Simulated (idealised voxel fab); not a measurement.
Module name: voxel gate over fins (process module)
The figure presents cross-section cut, which has a width of 160 nm and is divided into square cells with an edge length of 5 nm.
When this document writes out a cross-section, it uses a grid of square cells and lists it as bands, beginning at the top and moving down, with a band standing for one or more rows of cells. Top height, bottom height, nm. Materials left to right, width each, nm. Single material + "full width" = fills band edge to edge. "empty" = empty. Measure heights from 0. That's the level where, below it, the as-received wafer is all one material. The lowest band is bottomless and extends downward; write it as in "0 and below". A width given as "30 to 40" starts at the first number in the band's top row and ends at the second number in its bottom row, shifting by an equal amount at every step from row to row. "remained the same", as given for a step, is the statement that not any cell of the cross-section underwent a change during that step. If an empty space has no open way to the top and is at least 8 cells in size, "Closed voids list" lists it, written width x height at distance, where distance is measured from the left edge and every value is in nm. Where a step's line continues beyond its settings, the continuation is a remark by the simulator itself on that step. If you see "overlay nm" on a step's line and that step has a mask, it's telling you how far right of where it was planned the mask ended up; a negative number means it went left instead.

[Below is the list of planned process steps]
1 RECEIVE, material Si
2 CONFORMAL_DEP, material SiN, thk nm 10
3 MASKED_ETCH, tone cover, mask id FINS, width nm 15, pitch nm 60, etch materials SiN, depth nm 10, overlay nm 0
4 MASKED_ETCH, tone cover, mask id FINS, width nm 15, pitch nm 60, etch materials Si, depth nm 35, overlay nm 0
5 OXIDIZE, depth nm 5
6 FILL_DEP, material SiO2, thk nm 15
7 CMP, height nm 10
8 MASKED_ETCH, tone open, mask id RAIL, width nm 15, etch materials SiO2, depth nm 40, overlay nm 0
9 CONFORMAL_DEP, material TiN, thk nm 5
10 FILL_DEP, material Ru, thk nm 5
11 CMP, height nm 10
12 SELECTIVE_ETCH, etch materials W Ru TiN, depth nm 25
13 FILL_DEP, material SiO2, thk nm 5
14 CMP, height nm 10
15 SELECTIVE_ETCH, etch materials SiO2, depth nm 20
16 STRIP, etch materials SiN
17 CONFORMAL_DEP, material HfO2, thk nm 5
18 CONFORMAL_DEP, material TiN, thk nm 5
19 CONFORMAL_DEP, material TiAl, thk nm 5
20 CONFORMAL_DEP, material TiN, thk nm 5
21 FILL_DEP, material W, thk nm 10
22 CMP, height nm 25
23 CONFORMAL_DEP, material SiN, thk nm 10
Heads up: all these wafers start the same, and what changes between them is the thk nm in step 18. The value you see in the plan is just what the first wafer got.

[Received wafers, first of several: cross-section after step 1]
- 0 and below = Si full width
- Closed voids list: none

[Here is how to read the rows: every wafer has a row, and it shows the wafer at the end of the module, giving for each material how many cells were gained (+) or lost (-) since the wafer was received, then listing its closed voids]
thk nm 5; +40 HfO2; +2 Ru; -240 Si; +64 SiN; +171 SiO2; +40 TiAl; +87 TiN; +60 W; Closed voids list: none
thk nm 10; +40 HfO2; +2 Ru; -240 Si; +64 SiN; +171 SiO2; +40 TiAl; +127 TiN; +20 W; Closed voids list: none
thk nm 15; +40 HfO2; +2 Ru; -240 Si; +64 SiN; +171 SiO2; +40 TiAl; +140 TiN; +7 W; Closed voids list: none
thk nm 20; +40 HfO2; +2 Ru; -240 Si; +64 SiN; +171 SiO2; +13 TiAl; +174 TiN; Closed voids list: none
